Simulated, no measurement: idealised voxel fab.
process module | voxel wiring stack
cross-section cut | 250 nm wide | cells 5 nm
A cross-section is a grid of square cells, given in bands from the top down. A band is one or more rows of cells.
Each band's line starts with the height of the band's top and of its bottom, in nm. Then come its materials from left to right, each with its width in nm. One material with "throughout" fills the band from edge to edge. "air" is empty space.
Height 0 is the level under which the wafer as received is all one material. The lowest band goes on downwards, as in "0 down".
A width such as "30 to 40" changes by the same amount from each row of cells to the next, from the band's top row to its bottom row.
"no change" after a step means that no cell of the cross-section changed.
closed voids: empty space of 8 cells or more with no open way to the top, each as width x height at its distance from the left edge, in nm
after a step's settings: what the simulator itself notes on the step
overlay nm, on a step with a mask: how far to the right of its planned place the mask lay; to the left if negative
plan
1 op RECEIVE | material Si
2 op CONFORMAL_DEP | material SiO2 | thk nm 10
3 op DIRECTIONAL_DEP | material TiN | thk nm 5
4 op DIRECTIONAL_DEP | material W | thk nm 15
5 op DIRECTIONAL_DEP | material aC | thk nm 10
6 op PATTERN | tone cover | mask id METAL_1 | material resist | width nm 30 | pitch nm 50 | thk nm 25 | overlay nm 0
7 op DIRECTIONAL_ETCH | etch materials aC | depth nm 10
8 op STRIP | etch materials resist
9 op DIRECTIONAL_ETCH | etch materials W | depth nm 15
10 op DIRECTIONAL_ETCH | etch materials TiN | depth nm 5
11 op STRIP | etch materials aC
12 op FILL_DEP | material lowk | thk nm 5
13 op CMP | height nm 30
14 op CONFORMAL_DEP | material SiCN | thk nm 5
15 op DIRECTIONAL_DEP | material lowk | thk nm 25
16 op DIRECTIONAL_DEP | material aC | thk nm 10
17 op PATTERN | tone open | mask id METAL_2 | material resist | width nm 30 | pitch nm 50 | thk nm 25 | overlay nm 0
18 op DIRECTIONAL_ETCH | etch materials aC | depth nm 10
19 op STRIP | etch materials resist
20 op DIRECTIONAL_ETCH | etch materials lowk | depth nm 15
21 op STRIP | etch materials aC
22 op MASKED_ETCH | tone open | mask id METAL_2_HOLES | width nm 15 | pitch nm 50 | etch materials lowk | depth nm 10 | overlay nm -15
23 op MASKED_ETCH | tone open | mask id METAL_2_HOLES | width nm 15 | pitch nm 50 | etch materials SiCN | depth nm 5 | overlay nm 0
24 op CONFORMAL_DEP | material TiN | thk nm 5
25 op FILL_DEP | material Cu | thk nm 10
26 op CMP | height nm 60
27 op CONFORMAL_DEP | material SiCN | thk nm 5
28 op DIRECTIONAL_DEP | material SiO2 | thk nm 15
29 op PATTERN | tone open | mask id PLUG_2 | material resist | width nm 15 | pitch nm 50 | thk nm 15 | overlay nm 0
30 op DIRECTIONAL_ETCH | etch materials SiO2 | depth nm 15
31 op DIRECTIONAL_ETCH | etch materials SiCN | depth nm 5
32 op STRIP | etch materials resist
33 op EPI | material Ru | thk nm 10
34 op EPI | material Ru | thk nm 10
35 op DIRECTIONAL_DEP | material TiN | thk nm 5
36 op DIRECTIONAL_DEP | material Ru | thk nm 25
37 op MASKED_ETCH | tone cover | mask id METAL_3 | width nm 30 | pitch nm 50 | etch materials Ru | depth nm 25 | overlay nm 0
38 op MASKED_ETCH | tone cover | mask id METAL_3 | width nm 30 | pitch nm 50 | etch materials TiN | depth nm 5 | overlay nm 0
39 op CONFORMAL_DEP | material SiCN | thk nm 5
40 op FILL_DEP | material lowk | thk nm 5
41 op CMP | height nm 110
42 op CONFORMAL_DEP | material SiCN | thk nm 5
varied across the wafers: overlay nm of step 22. The plan shows the first wafer's value. All wafers start alike
first wafer as received, after step 1
  0 down: Si throughout
  closed voids: none
each wafer at the end: cells of each material gained (+) or lost (-) since it was received, then its closed voids
overlay nm -15 | +33 Cu | +126 Ru | +203 SiCN | +223 SiO2 | +75 TiN | +54 W | +436 lowk | closed voids: none
overlay nm -10 | +30 Cu | +126 Ru | +200 SiCN | +223 SiO2 | +81 TiN | +54 W | +436 lowk | closed voids: none
overlay nm -5 | +27 Cu | +126 Ru | +197 SiCN | +223 SiO2 | +87 TiN | +54 W | +436 lowk | closed voids: none
overlay nm 0 | +33 Cu | +126 Ru | +194 SiCN | +223 SiO2 | +84 TiN | +54 W | +436 lowk | closed voids: none
overlay nm 5 | +30 Cu | +126 Ru | +197 SiCN | +223 SiO2 | +84 TiN | +54 W | +436 lowk | closed voids: none
overlay nm 10 | +30 Cu | +126 Ru | +200 SiCN | +223 SiO2 | +81 TiN | +54 W | +436 lowk | closed voids: none
overlay nm 15 | +30 Cu | +126 Ru | +203 SiCN | +223 SiO2 | +78 TiN | +54 W | +436 lowk | closed voids: none
